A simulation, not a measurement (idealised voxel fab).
The process module that follows is named voxel tone inversion.
Cross-section cut: width 250 nm, square cells of 5 nm.
Just so we're on the same page, the cross-sections are grids of square cells, and they're listed out in bands top to bottom, each band one or more rows deep. Top, bottom (nm), then materials left to right with widths (nm); lone material tagged "full width" fills the whole band edge to edge; "empty" = empty space. For the purposes of this specification, 0 denotes the height below which the wafer in its as-received condition is composed wholly of one material, and the lowermost band, lacking a lower limit, extends downward without end, as expressed in "from 0 down". The width entry "30..40" should be interpreted row by row: the top row of cells in the band takes the first number, the bottom row takes the second number, and the change between adjacent rows is uniform throughout. You'll sometimes find "nothing altered" written for a step, and that's the way of saying that nowhere in the cross-section did a cell change during that step. What "Closed void list" gives you is every empty space of 8 cells or more that is cut off from the top. Each appears as width x height at distance, with the distance taken from the left edge and width, height and distance all in nm. Anything after a step's settings on that line? It's the simulator's own note about the step. overlay nm: how far to the right of its planned place the mask lay on this masked step (negative: to the left).

-- Process steps - plan
step 1: RECEIVE with material Si
step 2: CONFORMAL_DEP with material SiN, thk nm 5
step 3: DIRECTIONAL_DEP with material polySi, thk nm 15
step 4: PATTERN with tone cover, mask id POSTS, material resist, width nm 15, pitch nm 45, thk nm 20, overlay nm -15
step 5: DIRECTIONAL_ETCH with etch materials polySi, depth nm 15
step 6: STRIP with etch materials resist
step 7: FILL_DEP with material SiO2, thk nm 5
step 8: CMP with height nm 20
step 9: STRIP with etch materials polySi
step 10: CONFORMAL_DEP with material TiN, thk nm 5
step 11: FILL_DEP with material Ru, thk nm 10
step 12: CMP with height nm 20
step 13: CONFORMAL_DEP with material SiN, thk nm 5
Quick note for whoever runs this: the wafers start identical, but the overlay nm at step 4 isn't the same across them. The plan just shows what the first wafer had.

-- Received condition of the first of several wafers, sectioned: post-step 1
    from 0 down = Si full width
    Closed void list: none

-- Note: the following table is arranged by wafer, a row apiece. Each row reports the end-of-module state: per material, cells gained (+) or cells lost (-) compared with the wafer as received; closed voids follow
overlay nm -15 | +8 Ru | +100 SiN | +114 SiO2 | +28 TiN | Closed void list: none
overlay nm -10 | +8 Ru | +100 SiN | +114 SiO2 | +28 TiN | Closed void list: none
overlay nm -5 | +8 Ru | +100 SiN | +114 SiO2 | +28 TiN | Closed void list: none
overlay nm 0 | +8 Ru | +100 SiN | +114 SiO2 | +28 TiN | Closed void list: none
overlay nm 5 | +8 Ru | +100 SiN | +114 SiO2 | +28 TiN | Closed void list: none
overlay nm 10 | +8 Ru | +100 SiN | +114 SiO2 | +28 TiN | Closed void list: none
overlay nm 15 | +8 Ru | +100 SiN | +114 SiO2 | +28 TiN | Closed void list: none
